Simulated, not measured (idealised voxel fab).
process module | voxel gate over fins
cross-section cut | 255 nm wide | cells 5 nm
A cross-section is a grid of square cells, given in bands from the top down. A band is one or more rows of cells.
Each band's line starts with the height of the band's top and of its bottom, in nm. Then come its materials from left to right, each with its width in nm. One material with "throughout" fills the band from edge to edge. "air" is empty space.
Height 0 is the level under which the wafer as received is all one material. The lowest band goes on downwards, as in "0 down".
A width such as "30 to 40" changes by the same amount from each row of cells to the next, from the band's top row to its bottom row.
"no change" after a step means that no cell of the cross-section changed.
closed voids: empty space of 8 cells or more with no open way to the top, each as width x height at its distance from the left edge, in nm
after a step's settings: what the simulator itself notes on the step
overlay nm, on a step with a mask: how far to the right of its planned place the mask lay; to the left if negative
plan
1 op RECEIVE | material Si
2 op CONFORMAL_DEP | material SiN | thk nm 10
3 op DIRECTIONAL_DEP | material aC | thk nm 10
4 op PATTERN | tone cover | mask id FINS | material resist | width nm 15 | pitch nm 45 | thk nm 25 | overlay nm 0
5 op DIRECTIONAL_ETCH | etch materials aC | depth nm 10
6 op STRIP | etch materials resist
7 op DIRECTIONAL_ETCH | etch materials SiN | depth nm 10
8 op DIRECTIONAL_ETCH | etch materials Si | depth nm 40
9 op STRIP | etch materials aC
10 op FILL_DEP | material SiO2 | thk nm 5
11 op CMP | height nm 10
12 op SELECTIVE_ETCH | etch materials SiO2 | depth nm 25
13 op STRIP | etch materials SiN
14 op CONFORMAL_DEP | material HfO2 | thk nm 5
15 op CONFORMAL_DEP | material TiN | thk nm 5
16 op FILL_DEP | material W | thk nm 15
17 op CMP | height nm 20
18 op CONFORMAL_DEP | material SiN | thk nm 5
first wafer, as planned
as received, after step 1
  0 down: Si throughout
  closed voids: none
after step 2
  10 to 0: SiN throughout
  below 0: unchanged
after step 3
  20 to 10: aC throughout
  below 10: unchanged
after step 4
  45 to 20: air 75 | resist 15 | air 30 | resist 15 | air 30 | resist 15 | air 75
  below 20: unchanged
after step 5
  35 to 20: air 75 | resist 15 | air 30 | resist 15 | air 30 | resist 15 | air 75
  20 to 10: air 75 | aC 15 | air 30 | aC 15 | air 30 | aC 15 | air 75
  below 10: unchanged
after step 6
  20 to 10: air 75 | aC 15 | air 30 | aC 15 | air 30 | aC 15 | air 75
  below 10: unchanged
after step 7
  20 to 10: air 75 | aC 15 | air 30 | aC 15 | air 30 | aC 15 | air 75
  10 to 0: air 75 | SiN 15 | air 30 | SiN 15 | air 30 | SiN 15 | air 75
  below 0: unchanged
after step 8
  20 to 10: air 75 | aC 15 | air 30 | aC 15 | air 30 | aC 15 | air 75
  10 to 0: air 75 | SiN 15 | air 30 | SiN 15 | air 30 | SiN 15 | air 75
  0 to -40: air 75 | Si 15 | air 30 | Si 15 | air 30 | Si 15 | air 75
  below -40: unchanged
after step 9
  10 to 0: air 75 | SiN 15 | air 30 | SiN 15 | air 30 | SiN 15 | air 75
  below 0: unchanged
after step 10
  15 to 10: SiO2 throughout
  10 to 0: SiO2 75 | SiN 15 | SiO2 30 | SiN 15 | SiO2 30 | SiN 15 | SiO2 75
  0 to -40: SiO2 75 | Si 15 | SiO2 30 | Si 15 | SiO2 30 | Si 15 | SiO2 75
  below -40: unchanged
after step 11
  10 to 0: SiO2 75 | SiN 15 | SiO2 30 | SiN 15 | SiO2 30 | SiN 15 | SiO2 75
  below 0: unchanged
after step 12
  10 to 0: air 75 | SiN 15 | air 30 | SiN 15 | air 30 | SiN 15 | air 75
  0 to -15: air 75 | Si 15 | air 30 | Si 15 | air 30 | Si 15 | air 75
  below -15: unchanged
after step 13
  0 to -15: air 75 | Si 15 | air 30 | Si 15 | air 30 | Si 15 | air 75
  below -15: unchanged
after step 14
  5 to 0: air 70 | HfO2 25 | air 20 | HfO2 25 | air 20 | HfO2 25 | air 70
  0 to -10: air 70 | HfO2 5 | Si 15 | HfO2 5 | air 20 | HfO2 5 | Si 15 | HfO2 5 | air 20 | HfO2 5 | Si 15 | HfO2 5 | air 70
  -10 to -15: HfO2 75 | Si 15 | HfO2 30 | Si 15 | HfO2 30 | Si 15 | HfO2 75
  below -15: unchanged
after step 15
  10 to 5: air 65 | TiN 35 | air 10 | TiN 35 | air 10 | TiN 35 | air 65
  5 to 0: air 65 | TiN 5 | HfO2 25 | TiN 5 | air 10 | TiN 5 | HfO2 25 | TiN 5 | air 10 | TiN 5 | HfO2 25 | TiN 5 | air 65
  0 to -5: air 65 | TiN 5 | HfO2 5 | Si 15 | HfO2 5 | TiN 5 | air 10 | TiN 5 | HfO2 5 | Si 15 | HfO2 5 | TiN 5 | air 10 | TiN 5 | HfO2 5 | Si 15 | HfO2 5 | TiN 5 | air 65
  -5 to -10: TiN 70 | HfO2 5 | Si 15 | HfO2 5 | TiN 20 | HfO2 5 | Si 15 | HfO2 5 | TiN 20 | HfO2 5 | Si 15 | HfO2 5 | TiN 70
  below -10: unchanged
after step 16
  25 to 10: W throughout
  10 to 5: W 65 | TiN 35 | W 10 | TiN 35 | W 10 | TiN 35 | W 65
  5 to 0: W 65 | TiN 5 | HfO2 25 | TiN 5 | W 10 | TiN 5 | HfO2 25 | TiN 5 | W 10 | TiN 5 | HfO2 25 | TiN 5 | W 65
  0 to -5: W 65 | TiN 5 | HfO2 5 | Si 15 | HfO2 5 | TiN 5 | W 10 | TiN 5 | HfO2 5 | Si 15 | HfO2 5 | TiN 5 | W 10 | TiN 5 | HfO2 5 | Si 15 | HfO2 5 | TiN 5 | W 65
  below -5: unchanged
after step 17
  20 to 10: W throughout
  below 10: unchanged
after step 18
  25 to 20: SiN throughout
  below 20: unchanged
second wafer: like start, like plan, one mistake. Through step 3 it matches the first wafer
when step 4 should have ended
  45 to 20: resist 75 | air 15 | resist 30 | air 15 | resist 30 | air 15 | resist 75
  below 20: unchanged
when step 5 should have ended
  35 to 20: resist 75 | air 15 | resist 30 | air 15 | resist 30 | air 15 | resist 75
  20 to 10: aC 75 | air 15 | aC 30 | air 15 | aC 30 | air 15 | aC 75
  below 10: unchanged
when step 6 should have ended
  20 to 10: aC 75 | air 15 | aC 30 | air 15 | aC 30 | air 15 | aC 75
  below 10: unchanged
when step 7 should have ended
  20 to 10: aC 75 | air 15 | aC 30 | air 15 | aC 30 | air 15 | aC 75
  10 to 0: SiN 75 | air 15 | SiN 30 | air 15 | SiN 30 | air 15 | SiN 75
  below 0: unchanged
when step 8 should have ended
  20 to 10: aC 75 | air 15 | aC 30 | air 15 | aC 30 | air 15 | aC 75
  10 to 0: SiN 75 | air 15 | SiN 30 | air 15 | SiN 30 | air 15 | SiN 75
  0 to -40: Si 75 | air 15 | Si 30 | air 15 | Si 30 | air 15 | Si 75
  below -40: unchanged
when step 9 should have ended
  10 to 0: SiN 75 | air 15 | SiN 30 | air 15 | SiN 30 | air 15 | SiN 75
  below 0: unchanged
when step 10 should have ended
  15 to 10: SiO2 throughout
  10 to 0: SiN 75 | SiO2 15 | SiN 30 | SiO2 15 | SiN 30 | SiO2 15 | SiN 75
  0 to -40: Si 75 | SiO2 15 | Si 30 | SiO2 15 | Si 30 | SiO2 15 | Si 75
  below -40: unchanged
when step 11 should have ended
  10 to 0: SiN 75 | SiO2 15 | SiN 30 | SiO2 15 | SiN 30 | SiO2 15 | SiN 75
  below 0: unchanged
when step 12 should have ended
  10 to 0: SiN 75 | air 15 | SiN 30 | air 15 | SiN 30 | air 15 | SiN 75
  0 to -15: Si 75 | air 15 | Si 30 | air 15 | Si 30 | air 15 | Si 75
  below -15: unchanged
when step 13 should have ended
  0 to -15: Si 75 | air 15 | Si 30 | air 15 | Si 30 | air 15 | Si 75
  below -15: unchanged
when step 14 should have ended
  5 to 0: HfO2 80 | air 5 | HfO2 40 | air 5 | HfO2 40 | air 5 | HfO2 80
  0 to -10: Si 75 | HfO2 5 | air 5 | HfO2 5 | Si 30 | HfO2 5 | air 5 | HfO2 5 | Si 30 | HfO2 5 | air 5 | HfO2 5 | Si 75
  -10 to -15: Si 75 | HfO2 15 | Si 30 | HfO2 15 | Si 30 | HfO2 15 | Si 75
  below -15: unchanged
when step 15 should have ended
  10 to 5: TiN throughout
  5 to 0: HfO2 80 | TiN 5 | HfO2 40 | TiN 5 | HfO2 40 | TiN 5 | HfO2 80
  0 to -10: Si 75 | HfO2 5 | TiN 5 | HfO2 5 | Si 30 | HfO2 5 | TiN 5 | HfO2 5 | Si 30 | HfO2 5 | TiN 5 | HfO2 5 | Si 75
  below -10: unchanged
when step 16 should have ended
  25 to 10: W throughout
  below 10: unchanged
when step 17 should have ended
  20 to 10: W throughout
  below 10: unchanged
when step 18 should have ended
  25 to 20: SiN throughout
  below 20: unchanged
what went wrong: step 4 ran as: op PATTERN | tone open | mask id FINS | material resist | width nm 15 | pitch nm 45 | thk nm 25 | overlay nm 0
at the end the second wafer has, in cells: 264 more of Si | 165 fewer of SiO2 | 9 fewer of TiN | 90 fewer of W
